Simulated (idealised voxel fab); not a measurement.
Process module heading - voxel tone inversion
In the cross-section labelled cut, the width is 250 nm and each square cell is 5 nm.
Just so we're on the same page, the cross-sections are grids of square cells, and they're listed out in bands top to bottom, each band one or more rows deep.
First you get the band's top height and its bottom height, in nm, and then the materials it's made of, left to right, with each width in nm. If you see a single material with "edge to edge", that one covers the band edge to edge. "empty" is empty space.
Beneath 0, the wafer as received is one material, and that level is where height counting begins. The lowest band goes on downward without a bottom; it is written like "0 -> down".
The expression "30 to 40" gives the width at the extremes of the band, the first number at its top row of cells and the second at its bottom row, with the width changing by equal amounts from each row to the next in between.
Key: "remained the same" - step with no changed cell in the cross-section.
Reported under the label "Voids lacking openings" are the empty spaces having no open way to the top and comprising 8 cells or more; the notation for each is width x height at distance, in which the distance is measured from the left edge and all three values are in nm.
What comes after the settings on a step's line is commentary from the simulator itself on that step.
What "overlay nm" on a step's line means: if the step has a mask, that mask lay this far to the right of its planned place, or, when the value is negative, to the left.
-- These are the steps we planned for the process
1: RECEIVE | material Si
2: CONFORMAL_DEP | material SiCN | thk nm 5
3: DIRECTIONAL_DEP | material polySi | thk nm 20
4: PATTERN | tone cover | mask id POSTS | material resist | width nm 25 | pitch nm 50 | thk nm 25 | overlay nm 0
5: DIRECTIONAL_ETCH | etch materials polySi | depth nm 20
6: STRIP | etch materials resist
7: FILL_DEP | material lowk | thk nm 5
8: CMP | height nm 25
9: STRIP | etch materials polySi
10: CONFORMAL_DEP | material TiN | thk nm 5
11: FILL_DEP | material Ru | thk nm 5
12: CMP | height nm 25
13: CONFORMAL_DEP | material SiCN | thk nm 5
-- Cross-sectional view of the wafer in its as-received condition, corresponding to the state after step 1
* 0 -> down  Si edge to edge
* Voids lacking openings: none
-- Looking at the first of two wafers in cross-section at end of module - ran to plan
* 30 -> 25  SiCN edge to edge
* 25 -> 10  lowk: 85, TiN: 5, Ru: 15, TiN: 5, lowk: 25, TiN: 5, Ru: 15, TiN: 5, lowk: 90
* 10 -> 5  lowk: 85, TiN: 25, lowk: 25, TiN: 25, lowk: 90
* 5 -> 0  SiCN edge to edge
* 0 -> down  Si edge to edge
* Voids lacking openings: none
-- Cross-section at end of module for the second wafer of two, which matched the first in starting point and plan and differed by one mistake in its processing
* 30 -> 25  SiCN edge to edge
* 25 -> 20  lowk edge to edge
* 20 -> 0  lowk: 85, polySi: 25, lowk: 25, polySi: 25, lowk: 90
* 0 -> down  Si edge to edge
* Voids lacking openings: none
What broke from the plan during processing? plan step 2 skipped
End of process, cell counts, second wafer against first, materials with more or fewer: 18 fewer of Ru | 50 fewer of SiCN | 22 fewer of TiN | 50 more of lowk | 40 more of polySi
